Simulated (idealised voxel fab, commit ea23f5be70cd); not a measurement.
Herein follows the process module entitled voxel gate over fins.
Pictured: cross-section cut, 180 nm wide, on a grid of 5 nm square cells.
Square cells in a grid make up a cross-section in this document, and the grid is given as bands, listed from the top down, each one or more rows of cells. The entry gives the band's vertical extent as a top height and a bottom height in nm, then its horizontal make-up as materials from left to right, each with a width in nm. "blank" stands for empty space; a single material marked "everywhere" fills the band edge to edge. Zero point of the height axis is 0; under it, received wafer = one material. Lowest band: continues down indefinitely, "z 0 and below". When a width is written as two numbers, as in "30 to 40", the first number is the width in the top row of cells of the band and the second is the width in its bottom row, and the width changes by the same amount from each row to the next. "no change" -> step changed no cross-section cell. "Closed internal cavities" - sealed voids, min. 8 cells, no opening to top; format: width x height at distance (distance from left edge; nm throughout). The remark found on a step's line after its settings is issued by the simulator itself and pertains to that step. The line of a step may include "overlay nm". On a step with a mask, this value is how far to the right of its planned place the mask lay. A negative value means the mask lay to the left. Quick note on how to read the rest: it's all pairs. You get the cross-section before a process step and the one after, but the after one only goes down as far as the lowest band that changed. The step in between, with its settings, sits under the pair. Heads up, the pairs can come from different runs of this module on the same starting wafer, so don't assume a pair picks up from the one above unless its "Geometry before processing" entry says it does.

## Geometry before processing
	z 10 to 5  10 of blank; 35 of TiN; 5 of blank; 35 of TiN; 5 of blank; 35 of TiN; 5 of blank; 35 of TiN; 15 of blank
	z 5 to 0  10 of blank; 5 of TiN; 25 of HfO2; 5 of TiN; 5 of blank; 5 of TiN; 25 of HfO2; 5 of TiN; 5 of blank; 5 of TiN; 25 of HfO2; 5 of TiN; 5 of blank; 5 of TiN; 25 of HfO2; 5 of TiN; 15 of blank
	z 0 to -5  10 of blank; 5 of TiN; 5 of HfO2; 15 of Si; 5 of HfO2; 5 of TiN; 5 of blank; 5 of TiN; 5 of HfO2; 15 of Si; 5 of HfO2; 5 of TiN; 5 of blank; 5 of TiN; 5 of HfO2; 15 of Si; 5 of HfO2; 5 of TiN; 5 of blank; 5 of TiN; 5 of HfO2; 15 of Si; 5 of HfO2; 5 of TiN; 15 of blank
	z -5 to -10  15 of TiN; 5 of HfO2; 15 of Si; 5 of HfO2; 15 of TiN; 5 of HfO2; 15 of Si; 5 of HfO2; 15 of TiN; 5 of HfO2; 15 of Si; 5 of HfO2; 15 of TiN; 5 of HfO2; 15 of Si; 5 of HfO2; 20 of TiN
	z -10 to -15  20 of HfO2; 15 of Si; 25 of HfO2; 15 of Si; 25 of HfO2; 15 of Si; 25 of HfO2; 15 of Si; 25 of HfO2
	z -15 to -35  20 of SiO2; 15 of Si; 25 of SiO2; 15 of Si; 25 of SiO2; 15 of Si; 25 of SiO2; 15 of Si; 25 of SiO2
	z -35 and below  Si everywhere
	Closed internal cavities: none

## Sectional Result
	z 20 to 10  W everywhere
	z 10 to 5  10 of W; 35 of TiN; 5 of W; 35 of TiN; 5 of W; 35 of TiN; 5 of W; 35 of TiN; 15 of W
	z 5 to 0  10 of W; 5 of TiN; 25 of HfO2; 5 of TiN; 5 of W; 5 of TiN; 25 of HfO2; 5 of TiN; 5 of W; 5 of TiN; 25 of HfO2; 5 of TiN; 5 of W; 5 of TiN; 25 of HfO2; 5 of TiN; 15 of W
	z 0 to -5  10 of W; 5 of TiN; 5 of HfO2; 15 of Si; 5 of HfO2; 5 of TiN; 5 of W; 5 of TiN; 5 of HfO2; 15 of Si; 5 of HfO2; 5 of TiN; 5 of W; 5 of TiN; 5 of HfO2; 15 of Si; 5 of HfO2; 5 of TiN; 5 of W; 5 of TiN; 5 of HfO2; 15 of Si; 5 of HfO2; 5 of TiN; 15 of W
	No changes below -5.
	Closed internal cavities: none
Step that separates the before view from the after view above: FILL_DEP,material W,thk nm 10

Geometry before processing: the state before this step is the cross-section shown after the step in the pair just above.

## Sectional Result
	z 15 to 10  W everywhere
	No changes below 10.
	Closed internal cavities: none
Step that separates the before view from the after view above: CMP,height nm 15

Geometry before processing: the state before this step is the cross-section shown after the step in the pair just above.

## Sectional Result
	z 25 to 15  SiCN everywhere
	No changes below 15.
	Closed internal cavities: none
Step that separates the before view from the after view above: CONFORMAL_DEP,material SiCN,thk nm 10

## Geometry before processing
	z 20 to 10  aC everywhere
	z 10 to 0  SiN everywhere
	z 0 and below  Si everywhere
	Closed internal cavities: none

## Sectional Result
	z 45 to 20  30 of blank; 15 of resist; 25 of blank; 15 of resist; 25 of blank; 15 of resist; 25 of blank; 15 of resist; 15 of blank
	No changes below 20.
	Closed internal cavities: none
Step that separates the before view from the after view above: PATTERN,tone cover,mask id FINS,material resist,width nm 15,pitch nm 40,thk nm 25,overlay nm 10

Geometry before processing: the state before this step is the cross-section shown after the step in the pair just above.

## Sectional Result
	z 35 to 20  30 of blank; 15 of resist; 25 of blank; 15 of resist; 25 of blank; 15 of resist; 25 of blank; 15 of resist; 15 of blank
	z 20 to 10  30 of blank; 15 of aC; 25 of blank; 15 of aC; 25 of blank; 15 of aC; 25 of blank; 15 of aC; 15 of blank
	No changes below 10.
	Closed internal cavities: none
Step that separates the before view from the after view above: DIRECTIONAL_ETCH,etch materials aC,depth nm 10

Geometry before processing: the state before this step is the cross-section shown after the step in the pair just above.

## Sectional Result
	z 20 to 10  30 of blank; 15 of aC; 25 of blank; 15 of aC; 25 of blank; 15 of aC; 25 of blank; 15 of aC; 15 of blank
	No changes below 10.
	Closed internal cavities: none
Step that separates the before view from the after view above: STRIP,etch materials resist

Geometry before processing: the state before this step is the cross-section shown after the step in the pair just above.

## Sectional Result
	z 20 to 10  30 of blank; 15 of aC; 25 of blank; 15 of aC; 25 of blank; 15 of aC; 25 of blank; 15 of aC; 15 of blank
	z 10 to 0  30 of blank; 15 of SiN; 25 of blank; 15 of SiN; 25 of blank; 15 of SiN; 25 of blank; 15 of SiN; 15 of blank
	No changes below 0.
	Closed internal cavities: none
Step that separates the before view from the after view above: DIRECTIONAL_ETCH,etch materials SiN,depth nm 10

Geometry before processing: the state before this step is the cross-section shown after the step in the pair just above.

## Sectional Result
	z 20 to 10  30 of blank; 15 of aC; 25 of blank; 15 of aC; 25 of blank; 15 of aC; 25 of blank; 15 of aC; 15 of blank
	z 10 to 0  30 of blank; 15 of SiN; 25 of blank; 15 of SiN; 25 of blank; 15 of SiN; 25 of blank; 15 of SiN; 15 of blank
	z 0 to -30  30 of blank; 15 of Si; 25 of blank; 15 of Si; 25 of blank; 15 of Si; 25 of blank; 15 of Si; 15 of blank
	No changes below -30.
	Closed internal cavities: none
Step that separates the before view from the after view above: DIRECTIONAL_ETCH,etch materials Si,depth nm 30

Geometry before processing: the state before this step is the cross-section shown after the step in the pair just above.

## Sectional Result
	z 10 to 0  30 of blank; 15 of SiN; 25 of blank; 15 of SiN; 25 of blank; 15 of SiN; 25 of blank; 15 of SiN; 15 of blank
	No changes below 0.
	Closed internal cavities: none
Step that separates the before view from the after view above: STRIP,etch materials aC

Geometry before processing: the state before this step is the cross-section shown after the step in the pair just above.

## Sectional Result
	z 10 to 0  30 of blank; 15 of SiN; 25 of blank; 15 of SiN; 25 of blank; 15 of SiN; 25 of blank; 15 of SiN; 15 of blank
	z 0 to -30  30 of blank; 5 of SiO2; 5 of Si; 5 of SiO2; 25 of blank; 5 of SiO2; 5 of Si; 5 of SiO2; 25 of blank; 5 of SiO2; 5 of Si; 5 of SiO2; 25 of blank; 5 of SiO2; 5 of Si; 5 of SiO2; 15 of blank
	z -30 to -35  35 of SiO2; 5 of Si; 35 of SiO2; 5 of Si; 35 of SiO2; 5 of Si; 35 of SiO2; 5 of Si; 20 of SiO2
	No changes below -35.
	Closed internal cavities: none
Step that separates the before view from the after view above: OXIDIZE,depth nm 5

Geometry before processing: the state before this step is the cross-section shown after the step in the pair just above.

## Sectional Result
	z 25 to 10  SiO2 everywhere
	z 10 to 0  30 of SiO2; 15 of SiN; 25 of SiO2; 15 of SiN; 25 of SiO2; 15 of SiN; 25 of SiO2; 15 of SiN; 15 of SiO2
	z 0 to -35  35 of SiO2; 5 of Si; 35 of SiO2; 5 of Si; 35 of SiO2; 5 of Si; 35 of SiO2; 5 of Si; 20 of SiO2
	No changes below -35.
	Closed internal cavities: none
Step that separates the before view from the after view above: FILL_DEP,material SiO2,thk nm 15

Geometry before processing: the state before this step is the cross-section shown after the step in the pair just above.

## Sectional Result
	z 10 to 0  30 of SiO2; 15 of SiN; 25 of SiO2; 15 of SiN; 25 of SiO2; 15 of SiN; 25 of SiO2; 15 of SiN; 15 of SiO2
	No changes below 0.
	Closed internal cavities: none
Step that separates the before view from the after view above: CMP,height nm 10

Geometry before processing: the state before this step is the cross-section shown after the step in the pair just above.

## Sectional Result
	z 10 to 0  30 of blank; 15 of SiN; 25 of blank; 15 of SiN; 25 of blank; 15 of SiN; 25 of blank; 15 of SiN; 15 of blank
	z 0 to -15  35 of blank; 5 of Si; 35 of blank; 5 of Si; 35 of blank; 5 of Si; 35 of blank; 5 of Si; 20 of blank
	No changes below -15.
	Closed internal cavities: none
Step that separates the before view from the after view above: SELECTIVE_ETCH,etch materials SiO2,depth nm 25

Geometry before processing: the state before this step is the cross-section shown after the step in the pair just above.

## Sectional Result
	z 0 to -15  35 of blank; 5 of Si; 35 of blank; 5 of Si; 35 of blank; 5 of Si; 35 of blank; 5 of Si; 20 of blank
	No changes below -15.
	Closed internal cavities: none
Step that separates the before view from the after view above: STRIP,etch materials SiN

Geometry before processing: the state before this step is the cross-section shown after the step in the pair just above.

## Sectional Result
	z 5 to 0  30 of blank; 15 of HfO2; 25 of blank; 15 of HfO2; 25 of blank; 15 of HfO2; 25 of blank; 15 of HfO2; 15 of blank
	z 0 to -10  30 of blank; 5 of HfO2; 5 of Si; 5 of HfO2; 25 of blank; 5 of HfO2; 5 of Si; 5 of HfO2; 25 of blank; 5 of HfO2; 5 of Si; 5 of HfO2; 25 of blank; 5 of HfO2; 5 of Si; 5 of HfO2; 15 of blank
	z -10 to -15  35 of HfO2; 5 of Si; 35 of HfO2; 5 of Si; 35 of HfO2; 5 of Si; 35 of HfO2; 5 of Si; 20 of HfO2
	No changes below -15.
	Closed internal cavities: none
Step that separates the before view from the after view above: CONFORMAL_DEP,material HfO2,thk nm 5

Geometry before processing: the state before this step is the cross-section shown after the step in the pair just above.

## Sectional Result
	z 10 to 5  25 of blank; 25 of TiN; 15 of blank; 25 of TiN; 15 of blank; 25 of TiN; 15 of blank; 25 of TiN; 10 of blank
	z 5 to 0  25 of blank; 5 of TiN; 15 of HfO2; 5 of TiN; 15 of blank; 5 of TiN; 15 of HfO2; 5 of TiN; 15 of blank; 5 of TiN; 15 of HfO2; 5 of TiN; 15 of blank; 5 of TiN; 15 of HfO2; 5 of TiN; 10 of blank
	z 0 to -5  25 of blank; 5 of TiN; 5 of HfO2; 5 of Si; 5 of HfO2; 5 of TiN; 15 of blank; 5 of TiN; 5 of HfO2; 5 of Si; 5 of HfO2; 5 of TiN; 15 of blank; 5 of TiN; 5 of HfO2; 5 of Si; 5 of HfO2; 5 of TiN; 15 of blank; 5 of TiN; 5 of HfO2; 5 of Si; 5 of HfO2; 5 of TiN; 10 of blank
	z -5 to -10  30 of TiN; 5 of HfO2; 5 of Si; 5 of HfO2; 25 of TiN; 5 of HfO2; 5 of Si; 5 of HfO2; 25 of TiN; 5 of HfO2; 5 of Si; 5 of HfO2; 25 of TiN; 5 of HfO2; 5 of Si; 5 of HfO2; 15 of TiN
	No changes below -10.
	Closed internal cavities: none
Step that separates the before view from the after view above: CONFORMAL_DEP,material TiN,thk nm 5

Geometry before processing: the state before this step is the cross-section shown after the step in the pair just above.

## Sectional Result
	z 20 to 10  W everywhere
	z 10 to 5  25 of W; 25 of TiN; 15 of W; 25 of TiN; 15 of W; 25 of TiN; 15 of W; 25 of TiN; 10 of W
	z 5 to 0  25 of W; 5 of TiN; 15 of HfO2; 5 of TiN; 15 of W; 5 of TiN; 15 of HfO2; 5 of TiN; 15 of W; 5 of TiN; 15 of HfO2; 5 of TiN; 15 of W; 5 of TiN; 15 of HfO2; 5 of TiN; 10 of W
	z 0 to -5  25 of W; 5 of TiN; 5 of HfO2; 5 of Si; 5 of HfO2; 5 of TiN; 15 of W; 5 of TiN; 5 of HfO2; 5 of Si; 5 of HfO2; 5 of TiN; 15 of W; 5 of TiN; 5 of HfO2; 5 of Si; 5 of HfO2; 5 of TiN; 15 of W; 5 of TiN; 5 of HfO2; 5 of Si; 5 of HfO2; 5 of TiN; 10 of W
	No changes below -5.
	Closed internal cavities: none
Step that separates the before view from the after view above: FILL_DEP,material W,thk nm 10

Geometry before processing: the state before this step is the cross-section shown after the step in the pair just above.

## Sectional Result
	z 15 to 10  W everywhere
	No changes below 10.
	Closed internal cavities: none
Step that separates the before view from the after view above: CMP,height nm 15

Geometry before processing: the state before this step is the cross-section shown after the step in the pair just above.

## Sectional Result
	z 25 to 15  SiCN everywhere
	No changes below 15.
	Closed internal cavities: none
Step that separates the before view from the after view above: CONFORMAL_DEP,material SiCN,thk nm 10

## Geometry before processing
	z 10 to 0  20 of blank; 15 of SiN; 25 of blank; 15 of SiN; 25 of blank; 15 of SiN; 25 of blank; 15 of SiN; 25 of blank
	z 0 to -30  20 of blank; 5 of SiO2; 5 of Si; 5 of SiO2; 25 of blank; 5 of SiO2; 5 of Si; 5 of SiO2; 25 of blank; 5 of SiO2; 5 of Si; 5 of SiO2; 25 of blank; 5 of SiO2; 5 of Si; 5 of SiO2; 25 of blank
	z -30 to -35  25 of SiO2; 5 of Si; 35 of SiO2; 5 of Si; 35 of SiO2; 5 of Si; 35 of SiO2; 5 of Si; 30 of SiO2
	z -35 and below  Si everywhere
	Closed internal cavities: none

## Sectional Result
	z 25 to 10  HfO2 everywhere
	z 10 to 0  20 of HfO2; 15 of SiN; 25 of HfO2; 15 of SiN; 25 of HfO2; 15 of SiN; 25 of HfO2; 15 of SiN; 25 of HfO2
	z 0 to -30  20 of HfO2; 5 of SiO2; 5 of Si; 5 of SiO2; 25 of HfO2; 5 of SiO2; 5 of Si; 5 of SiO2; 25 of HfO2; 5 of SiO2; 5 of Si; 5 of SiO2; 25 of HfO2; 5 of SiO2; 5 of Si; 5 of SiO2; 25 of HfO2
	No changes below -30.
	Closed internal cavities: none
Step that separates the before view from the after view above: FILL_DEP,material HfO2,thk nm 15

Geometry before processing: the state before this step is the cross-section shown after the step in the pair just above.

## Sectional Result
	z 10 to 0  20 of HfO2; 15 of SiN; 25 of HfO2; 15 of SiN; 25 of HfO2; 15 of SiN; 25 of HfO2; 15 of SiN; 25 of HfO2
	No changes below 0.
	Closed internal cavities: none
Step that separates the before view from the after view above: CMP,height nm 10

Geometry before processing: the state before this step is the cross-section shown after the step in the pair just above.

## Sectional Result
	z 10 to 0  20 of HfO2; 15 of blank; 25 of HfO2; 15 of blank; 25 of HfO2; 15 of blank; 25 of HfO2; 15 of blank; 25 of HfO2
	No changes below 0.
	Closed internal cavities: none
Step that separates the before view from the after view above: STRIP,etch materials SiN

Geometry before processing: the state before this step is the cross-section shown after the step in the pair just above.

## Sectional Result
	z 15 to 5  25 of HfO2; 5 of blank; 35 of HfO2; 5 of blank; 35 of HfO2; 5 of blank; 35 of HfO2; 5 of blank; 30 of HfO2
	z 5 to 0  HfO2 everywhere
	No changes below 0.
	Closed internal cavities: none
Step that separates the before view from the after view above: CONFORMAL_DEP,material HfO2,thk nm 5

Geometry before processing: the state before this step is the cross-section shown after the step in the pair just above.

## Sectional Result
	z 20 to 15  TiN everywhere
	z 15 to 5  25 of HfO2; 5 of TiN; 35 of HfO2; 5 of TiN; 35 of HfO2; 5 of TiN; 35 of HfO2; 5 of TiN; 30 of HfO2
	No changes below 5.
	Closed internal cavities: none
Step that separates the before view from the after view above: CONFORMAL_DEP,material TiN,thk nm 5

Geometry before processing: the state before this step is the cross-section shown after the step in the pair just above.

## Sectional Result
	z 30 to 20  W everywhere
	No changes below 20.
	Closed internal cavities: none
Step that separates the before view from the after view above: FILL_DEP,material W,thk nm 10

Geometry before processing: the state before this step is the cross-section shown after the step in the pair just above.

## Sectional Result
	z 15 to 5  25 of HfO2; 5 of TiN; 35 of HfO2; 5 of TiN; 35 of HfO2; 5 of TiN; 35 of HfO2; 5 of TiN; 30 of HfO2
	No changes below 5.
	Closed internal cavities: none
Step that separates the before view from the after view above: CMP,height nm 15

Geometry before processing: the state before this step is the cross-section shown after the step in the pair just above.

## Sectional Result
	z 25 to 15  SiCN everywhere
	No changes below 15.
	Closed internal cavities: none
Step that separates the before view from the after view above: CONFORMAL_DEP,material SiCN,thk nm 10

## Geometry before processing
	z 20 to 10  aC everywhere
	z 10 to 0  SiN everywhere
	z 0 and below  Si everywhere
	Closed internal cavities: none

## Sectional Result
	z 45 to 20  20 of resist; 15 of blank; 25 of resist; 15 of blank; 25 of resist; 15 of blank; 25 of resist; 15 of blank; 25 of resist
	No changes below 20.
	Closed internal cavities: none
Step that separates the before view from the after view above: PATTERN,tone open,mask id FINS,material resist,width nm 15,pitch nm 40,thk nm 25,overlay nm 0

Geometry before processing: the state before this step is the cross-section shown after the step in the pair just above.

## Sectional Result
	z 35 to 20  20 of resist; 15 of blank; 25 of resist; 15 of blank; 25 of resist; 15 of blank; 25 of resist; 15 of blank; 25 of resist
	z 20 to 10  20 of aC; 15 of blank; 25 of aC; 15 of blank; 25 of aC; 15 of blank; 25 of aC; 15 of blank; 25 of aC
	No changes below 10.
	Closed internal cavities: none
Step that separates the before view from the after view above: DIRECTIONAL_ETCH,etch materials aC,depth nm 10

Geometry before processing: the state before this step is the cross-section shown after the step in the pair just above.

## Sectional Result
	z 20 to 10  20 of aC; 15 of blank; 25 of aC; 15 of blank; 25 of aC; 15 of blank; 25 of aC; 15 of blank; 25 of aC
	No changes below 10.
	Closed internal cavities: none
Step that separates the before view from the after view above: STRIP,etch materials resist

Geometry before processing: the state before this step is the cross-section shown after the step in the pair just above.

## Sectional Result
	z 20 to 10  20 of aC; 15 of blank; 25 of aC; 15 of blank; 25 of aC; 15 of blank; 25 of aC; 15 of blank; 25 of aC
	z 10 to 0  20 of SiN; 15 of blank; 25 of SiN; 15 of blank; 25 of SiN; 15 of blank; 25 of SiN; 15 of blank; 25 of SiN
	No changes below 0.
	Closed internal cavities: none
Step that separates the before view from the after view above: DIRECTIONAL_ETCH,etch materials SiN,depth nm 10

Geometry before processing: the state before this step is the cross-section shown after the step in the pair just above.

## Sectional Result
	z 20 to 10  20 of aC; 15 of blank; 25 of aC; 15 of blank; 25 of aC; 15 of blank; 25 of aC; 15 of blank; 25 of aC
	z 10 to 0  20 of SiN; 15 of blank; 25 of SiN; 15 of blank; 25 of SiN; 15 of blank; 25 of SiN; 15 of blank; 25 of SiN
	z 0 to -30  20 of Si; 15 of blank; 25 of Si; 15 of blank; 25 of Si; 15 of blank; 25 of Si; 15 of blank; 25 of Si
	No changes below -30.
	Closed internal cavities: none
Step that separates the before view from the after view above: DIRECTIONAL_ETCH,etch materials Si,depth nm 30

Geometry before processing: the state before this step is the cross-section shown after the step in the pair just above.

## Sectional Result
	z 10 to 0  20 of SiN; 15 of blank; 25 of SiN; 15 of blank; 25 of SiN; 15 of blank; 25 of SiN; 15 of blank; 25 of SiN
	No changes below 0.
	Closed internal cavities: none
Step that separates the before view from the after view above: STRIP,etch materials aC

Geometry before processing: the state before this step is the cross-section shown after the step in the pair just above.

## Sectional Result
	z 10 to 0  20 of SiN; 15 of blank; 25 of SiN; 15 of blank; 25 of SiN; 15 of blank; 25 of SiN; 15 of blank; 25 of SiN
	z 0 to -30  15 of Si; 5 of SiO2; 15 of blank; 5 of SiO2; 15 of Si; 5 of SiO2; 15 of blank; 5 of SiO2; 15 of Si; 5 of SiO2; 15 of blank; 5 of SiO2; 15 of Si; 5 of SiO2; 15 of blank; 5 of SiO2; 20 of Si
	z -30 to -35  15 of Si; 25 of SiO2; 15 of Si; 25 of SiO2; 15 of Si; 25 of SiO2; 15 of Si; 25 of SiO2; 20 of Si
	No changes below -35.
	Closed internal cavities: none
Step that separates the before view from the after view above: OXIDIZE,depth nm 5

Geometry before processing: the state before this step is the cross-section shown after the step in the pair just above.

## Sectional Result
	z 25 to 10  SiO2 everywhere
	z 10 to 0  20 of SiN; 15 of SiO2; 25 of SiN; 15 of SiO2; 25 of SiN; 15 of SiO2; 25 of SiN; 15 of SiO2; 25 of SiN
	z 0 to -35  15 of Si; 25 of SiO2; 15 of Si; 25 of SiO2; 15 of Si; 25 of SiO2; 15 of Si; 25 of SiO2; 20 of Si
	No changes below -35.
	Closed internal cavities: none
Step that separates the before view from the after view above: FILL_DEP,material SiO2,thk nm 15

Geometry before processing: the state before this step is the cross-section shown after the step in the pair just above.

## Sectional Result
	z 10 to 0  20 of SiN; 15 of SiO2; 25 of SiN; 15 of SiO2; 25 of SiN; 15 of SiO2; 25 of SiN; 15 of SiO2; 25 of SiN
	No changes below 0.
	Closed internal cavities: none
Step that separates the before view from the after view above: CMP,height nm 10

Geometry before processing: the state before this step is the cross-section shown after the step in the pair just above.

## Sectional Result
	z 10 to 0  20 of SiN; 15 of blank; 25 of SiN; 15 of blank; 25 of SiN; 15 of blank; 25 of SiN; 15 of blank; 25 of SiN
	z 0 to -15  15 of Si; 25 of blank; 15 of Si; 25 of blank; 15 of Si; 25 of blank; 15 of Si; 25 of blank; 20 of Si
	No changes below -15.
	Closed internal cavities: none
Step that separates the before view from the after view above: SELECTIVE_ETCH,etch materials SiO2,depth nm 25

Geometry before processing: the state before this step is the cross-section shown after the step in the pair just above.

## Sectional Result
	z 0 to -15  15 of Si; 25 of blank; 15 of Si; 25 of blank; 15 of Si; 25 of blank; 15 of Si; 25 of blank; 20 of Si
	No changes below -15.
	Closed internal cavities: none
Step that separates the before view from the after view above: STRIP,etch materials SiN

Geometry before processing: the state before this step is the cross-section shown after the step in the pair just above.

## Sectional Result
	z 5 to 0  20 of HfO2; 15 of blank; 25 of HfO2; 15 of blank; 25 of HfO2; 15 of blank; 25 of HfO2; 15 of blank; 25 of HfO2
	z 0 to -10  15 of Si; 5 of HfO2; 15 of blank; 5 of HfO2; 15 of Si; 5 of HfO2; 15 of blank; 5 of HfO2; 15 of Si; 5 of HfO2; 15 of blank; 5 of HfO2; 15 of Si; 5 of HfO2; 15 of blank; 5 of HfO2; 20 of Si
	z -10 to -15  15 of Si; 25 of HfO2; 15 of Si; 25 of HfO2; 15 of Si; 25 of HfO2; 15 of Si; 25 of HfO2; 20 of Si
	No changes below -15.
	Closed internal cavities: none
Step that separates the before view from the after view above: CONFORMAL_DEP,material HfO2,thk nm 5

Geometry before processing: the state before this step is the cross-section shown after the step in the pair just above.

## Sectional Result
	z 10 to 5  25 of TiN; 5 of blank; 35 of TiN; 5 of blank; 35 of TiN; 5 of blank; 35 of TiN; 5 of blank; 30 of TiN
	z 5 to 0  20 of HfO2; 5 of TiN; 5 of blank; 5 of TiN; 25 of HfO2; 5 of TiN; 5 of blank; 5 of TiN; 25 of HfO2; 5 of TiN; 5 of blank; 5 of TiN; 25 of HfO2; 5 of TiN; 5 of blank; 5 of TiN; 25 of HfO2
	z 0 to -5  15 of Si; 5 of HfO2; 5 of TiN; 5 of blank; 5 of TiN; 5 of HfO2; 15 of Si; 5 of HfO2; 5 of TiN; 5 of blank; 5 of TiN; 5 of HfO2; 15 of Si; 5 of HfO2; 5 of TiN; 5 of blank; 5 of TiN; 5 of HfO2; 15 of Si; 5 of HfO2; 5 of TiN; 5 of blank; 5 of TiN; 5 of HfO2; 20 of Si
	z -5 to -10  15 of Si; 5 of HfO2; 15 of TiN; 5 of HfO2; 15 of Si; 5 of HfO2; 15 of TiN; 5 of HfO2; 15 of Si; 5 of HfO2; 15 of TiN; 5 of HfO2; 15 of Si; 5 of HfO2; 15 of TiN; 5 of HfO2; 20 of Si
	No changes below -10.
	Closed internal cavities: none
Step that separates the before view from the after view above: CONFORMAL_DEP,material TiN,thk nm 5

Geometry before processing: the state before this step is the cross-section shown after the step in the pair just above.

## Sectional Result
	z 20 to 10  W everywhere
	z 10 to 5  25 of TiN; 5 of W; 35 of TiN; 5 of W; 35 of TiN; 5 of W; 35 of TiN; 5 of W; 30 of TiN
	z 5 to 0  20 of HfO2; 5 of TiN; 5 of W; 5 of TiN; 25 of HfO2; 5 of TiN; 5 of W; 5 of TiN; 25 of HfO2; 5 of TiN; 5 of W; 5 of TiN; 25 of HfO2; 5 of TiN; 5 of W; 5 of TiN; 25 of HfO2
	z 0 to -5  15 of Si; 5 of HfO2; 5 of TiN; 5 of W; 5 of TiN; 5 of HfO2; 15 of Si; 5 of HfO2; 5 of TiN; 5 of W; 5 of TiN; 5 of HfO2; 15 of Si; 5 of HfO2; 5 of TiN; 5 of W; 5 of TiN; 5 of HfO2; 15 of Si; 5 of HfO2; 5 of TiN; 5 of W; 5 of TiN; 5 of HfO2; 20 of Si
	No changes below -5.
	Closed internal cavities: none
Step that separates the before view from the after view above: FILL_DEP,material W,thk nm 10

Geometry before processing: the state before this step is the cross-section shown after the step in the pair just above.

## Sectional Result
	z 15 to 10  W everywhere
	No changes below 10.
	Closed internal cavities: none
Step that separates the before view from the after view above: CMP,height nm 15

Geometry before processing: the state before this step is the cross-section shown after the step in the pair just above.

## Sectional Result
	z 25 to 15  SiCN everywhere
	No changes below 15.
	Closed internal cavities: none
Step that separates the before view from the after view above: CONFORMAL_DEP,material SiCN,thk nm 10
